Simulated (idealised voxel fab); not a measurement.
process module | voxel wiring stack
cross-section cut | 215 nm wide | cells 5 nm
A cross-section is a grid of square cells, given in bands from the top down. A band is one or more rows of cells.
Each band's line starts with the height of the band's top and of its bottom, in nm. Then come its materials from left to right, each with its width in nm. One material with "throughout" fills the band from edge to edge. "air" is empty space.
Height 0 is the level under which the wafer as received is all one material. The lowest band goes on downwards, as in "0 down".
A width such as "30 to 40" changes by the same amount from each row of cells to the next, from the band's top row to its bottom row.
"no change" after a step means that no cell of the cross-section changed.
closed voids: empty space of 8 cells or more with no open way to the top, each as width x height at its distance from the left edge, in nm
after a step's settings: what the simulator itself notes on the step
overlay nm, on a step with a mask: how far to the right of its planned place the mask lay; to the left if negative
plan
1 op RECEIVE | material Si
2 op CONFORMAL_DEP | material SiO2 | thk nm 10
3 op CONFORMAL_DEP | material SiN | thk nm 5
4 op DIRECTIONAL_DEP | material SiO2 | thk nm 20
5 op PATTERN | tone open | mask id METAL_1 | material resist | width nm 30 | pitch nm 50 | thk nm 15 | overlay nm 0
6 op DIRECTIONAL_ETCH | etch materials SiO2 | depth nm 20
7 op DIRECTIONAL_ETCH | etch materials SiN | depth nm 5
8 op STRIP | etch materials resist
9 op CONFORMAL_DEP | material TiN | thk nm 5
10 op FILL_DEP | material W | thk nm 5
11 op CMP | height nm 35
12 op CONFORMAL_DEP | material SiCN | thk nm 5
13 op DIRECTIONAL_DEP | material SiO2 | thk nm 10
14 op DIRECTIONAL_DEP | material aC | thk nm 15
15 op PATTERN | tone open | mask id PLUG_1 | material resist | width nm 15 | pitch nm 100 | thk nm 35 | overlay nm 0
16 op DIRECTIONAL_ETCH | etch materials aC | depth nm 15
17 op STRIP | etch materials resist
18 op DIRECTIONAL_ETCH | etch materials SiO2 | depth nm 10
19 op DIRECTIONAL_ETCH | etch materials SiCN | depth nm 5
20 op STRIP | etch materials aC
21 op EPI | material Ru | thk nm 10
22 op EPI | material Ru | thk nm 5
23 op DIRECTIONAL_DEP | material TiN | thk nm 5
24 op DIRECTIONAL_DEP | material Ru | thk nm 25
25 op PATTERN | tone cover | mask id METAL_2 | material resist | width nm 30 | pitch nm 50 | thk nm 15 | overlay nm 0
26 op DIRECTIONAL_ETCH | etch materials Ru | depth nm 25
27 op DIRECTIONAL_ETCH | etch materials TiN | depth nm 5
28 op STRIP | etch materials resist
29 op CONFORMAL_DEP | material SiN | thk nm 5
30 op FILL_DEP | material SiO2 | thk nm 5
31 op CMP | height nm 80
32 op CONFORMAL_DEP | material SiCN | thk nm 5
33 op DIRECTIONAL_DEP | material lowk | thk nm 25
34 op DIRECTIONAL_DEP | material aC | thk nm 10
35 op PATTERN | tone open | mask id METAL_3_HOLES | material resist | width nm 15 | pitch nm 50 | thk nm 30 | overlay nm 0
36 op DIRECTIONAL_ETCH | etch materials aC | depth nm 10
37 op STRIP | etch materials resist
38 op DIRECTIONAL_ETCH | etch materials lowk | depth nm 25
39 op STRIP | etch materials aC
40 op DIRECTIONAL_DEP | material aC | thk nm 15
41 op PATTERN | tone open | mask id METAL_3 | material resist | width nm 30 | pitch nm 50 | thk nm 35 | overlay nm 0
42 op DIRECTIONAL_ETCH | etch materials aC | depth nm 15
43 op STRIP | etch materials resist
44 op DIRECTIONAL_ETCH | etch materials lowk | depth nm 15
45 op DIRECTIONAL_ETCH | etch materials SiCN | depth nm 5
46 op STRIP | etch materials aC
47 op CONFORMAL_DEP | material TiN | thk nm 5
48 op FILL_DEP | material Cu | thk nm 10
49 op CMP | height nm 110
50 op CONFORMAL_DEP | material SiCN | thk nm 5
51 op DIRECTIONAL_DEP | material lowk | thk nm 15
52 op PATTERN | tone open | mask id PLUG_3 | material resist | width nm 15 | pitch nm 50 | thk nm 20 | overlay nm 0
53 op DIRECTIONAL_ETCH | etch materials lowk | depth nm 15
54 op DIRECTIONAL_ETCH | etch materials SiCN | depth nm 5
55 op STRIP | etch materials resist
56 op CONFORMAL_DEP | material TiN | thk nm 5
57 op FILL_DEP | material Ru | thk nm 5
58 op CMP | height nm 130
59 op CONFORMAL_DEP | material SiCN | thk nm 5
60 op DIRECTIONAL_DEP | material SiO2 | thk nm 25
61 op MASKED_ETCH | tone open | mask id METAL_4 | width nm 30 | pitch nm 50 | etch materials SiO2 | depth nm 25 | overlay nm 0
62 op MASKED_ETCH | tone open | mask id METAL_4 | width nm 30 | pitch nm 50 | etch materials SiCN | depth nm 5 | overlay nm 0
63 op CONFORMAL_DEP | material TiN | thk nm 5
64 op FILL_DEP | material Cu | thk nm 10
65 op CMP | height nm 160
66 op EPI | material Ru | thk nm 5
67 op FILL_DEP | material SiCN | thk nm 5
varied across the wafers: thk nm of step 56. The plan shows the first wafer's value. All wafers start alike
first wafer as received, after step 1
  0 down: Si throughout
  closed voids: none
each wafer at the end: cells of each material gained (+) or lost (-) since it was received, then its closed voids
thk nm 5 | +93 Cu | +141 Ru | +192 SiCN | +80 SiN | +480 SiO2 | +183 TiN | +48 W | +245 lowk | closed voids: none
thk nm 10 | +93 Cu | +132 Ru | +192 SiCN | +80 SiN | +480 SiO2 | +192 TiN | +48 W | +245 lowk | closed voids: none
thk nm 15 | +93 Cu | +132 Ru | +192 SiCN | +80 SiN | +480 SiO2 | +192 TiN | +48 W | +245 lowk | closed voids: none
thk nm 20 | +93 Cu | +132 Ru | +192 SiCN | +80 SiN | +480 SiO2 | +192 TiN | +48 W | +245 lowk | closed voids: none
